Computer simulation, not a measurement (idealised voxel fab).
You're looking at the process module voxel trench capacitor.
Cross-section cut spans 285 nm and uses square cells 5 nm in size.
We lay out every cross-section as a grid of square cells and spell it out in bands from the top down, where one band means one or more rows of cells. For a band, the entry starts with two heights in nm, that of the top and then that of the bottom, and carries on with the band's materials in order from left to right, each alongside its width in nm; the word "throughout" beside a single material means it fills the band edge to edge, and "air" means empty space. Heads up on the height convention: 0 is the point under which the incoming wafer is all one material, and the lowest band has no bottom, it just keeps going down, like "top 0, no bottom". The width entry "30..40" should be interpreted row by row: the top row of cells in the band takes the first number, the bottom row takes the second number, and the change between adjacent rows is uniform throughout. For the purposes of this document, the phrase "nothing was modified" attached to a step denotes that no cell within the cross-section was modified by that step. If an empty space has no open way to the top and is at least 8 cells in size, "Closed void roster" lists it, written width x height at distance, where distance is measured from the left edge and every value is in nm. It should be noted that, on the line of a given step, the content following the step's settings is a remark produced by the simulator itself with respect to that step. The optional step-line setting "overlay nm" applies to steps with a mask and quantifies how far to the right of its planned location the mask lay, a negative value indicating leftward placement.
-- Listed below are the process steps as planned
1,RECEIVE: material Si
2,CONFORMAL_DEP: material SiN, thk nm 10
3,MASKED_ETCH: tone open, mask id TRENCH, width nm 15, pitch nm 35, etch materials SiN, depth nm 10, overlay nm 0
4,MASKED_ETCH: tone open, mask id TRENCH, width nm 15, pitch nm 35, etch materials Si, depth nm 25, overlay nm 0
5,CONFORMAL_DEP: material Al2O3, thk nm 5
6,FILL_DEP: material polySi, thk nm 10
7,CMP: height nm 10
-- This is the cross-section of the wafer as we received it, i.e. after step 1
> top 0, no bottom = Si throughout
> Closed void roster: none
-- The plan above was carried out on the starting structure above with one mistake, and this cross-section shows the wafer at the end of the module
> top 25, bottom 15 = polySi throughout
> top 15, bottom 10 = Al2O3 120, polySi 5, Al2O3 30, polySi 5, Al2O3 125
> top 10, bottom 0 = SiN 115, Al2O3 5, polySi 5, Al2O3 5, SiN 20, Al2O3 5, polySi 5, Al2O3 5, SiN 120
> top 0, bottom -20 = Si 115, Al2O3 5, polySi 5, Al2O3 5, Si 20, Al2O3 5, polySi 5, Al2O3 5, Si 120
> top -20, bottom -25 = Si 115, Al2O3 15, Si 20, Al2O3 15, Si 120
> top -25, no bottom = Si throughout
> Closed void roster: none
Nonconformance to the process plan: step 7 of the plan was omitted and not executed
